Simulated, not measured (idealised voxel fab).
process module | voxel plated lines
cross-section cut | 200 nm wide | cells 5 nm
A cross-section is a grid of square cells, given in bands from the top down. A band is one or more rows of cells.
Each band's line starts with the height of the band's top and of its bottom, in nm. Then come its materials from left to right, each with its width in nm. One material with "throughout" fills the band from edge to edge. "air" is empty space.
Height 0 is the level under which the wafer as received is all one material. The lowest band goes on downwards, as in "0 down".
A width such as "30 to 40" changes by the same amount from each row of cells to the next, from the band's top row to its bottom row.
"no change" after a step means that no cell of the cross-section changed.
closed voids: empty space of 8 cells or more with no open way to the top, each as width x height at its distance from the left edge, in nm
after a step's settings: what the simulator itself notes on the step
overlay nm, on a step with a mask: how far to the right of its planned place the mask lay; to the left if negative
plan
1 op RECEIVE | material Si
2 op CONFORMAL_DEP | material SiN | thk nm 5
3 op DIRECTIONAL_DEP | material TiN | thk nm 5
4 op PATTERN | tone open | mask id LINES | material resist | width nm 25 | pitch nm 45 | thk nm 35 | overlay nm 0
5 op EPI | material Ru | thk nm 5
6 op EPI | material Ru | thk nm 5
7 op EPI | material Ru | thk nm 10
8 op STRIP | etch materials resist
9 op DIRECTIONAL_ETCH | etch materials TiN | depth nm 5
10 op CONFORMAL_DEP | material SiO2 | thk nm 5
varied across the wafers: thk nm of step 10. The plan shows the first wafer's value. All wafers start alike
first wafer as received, after step 1
  0 down: Si throughout
  closed voids: none
first wafer at the end, after step 10
  35 to 30: air 35 | SiO2 35 | air 10 | SiO2 35 | air 10 | SiO2 35 | air 40
  30 to 10: air 35 | SiO2 5 | Ru 25 | SiO2 5 | air 10 | SiO2 5 | Ru 25 | SiO2 5 | air 10 | SiO2 5 | Ru 25 | SiO2 5 | air 40
  10 to 5: SiO2 40 | TiN 25 | SiO2 20 | TiN 25 | SiO2 20 | TiN 25 | SiO2 45
  5 to 0: SiN throughout
  0 down: Si throughout
  closed voids: none
last wafer at the end
  55 to 30: air 15 | SiO2 165 | air 20
  30 to 10: SiO2 40 | Ru 25 | SiO2 20 | Ru 25 | SiO2 20 | Ru 25 | SiO2 45
  10 to 5: SiO2 40 | TiN 25 | SiO2 20 | TiN 25 | SiO2 20 | TiN 25 | SiO2 45
  5 to 0: SiN throughout
  0 down: Si throughout
  closed voids: none
each wafer at the end: cells of each material gained (+) or lost (-) since it was received, then its closed voids
thk nm 5 | +60 Ru | +40 SiN | +70 SiO2 | +15 TiN | closed voids: none
thk nm 10 | +60 Ru | +40 SiN | +140 SiO2 | +15 TiN | closed voids: none
thk nm 15 | +60 Ru | +40 SiN | +190 SiO2 | +15 TiN | closed voids: none
thk nm 20 | +60 Ru | +40 SiN | +240 SiO2 | +15 TiN | closed voids: none
thk nm 25 | +60 Ru | +40 SiN | +290 SiO2 | +15 TiN | closed voids: none
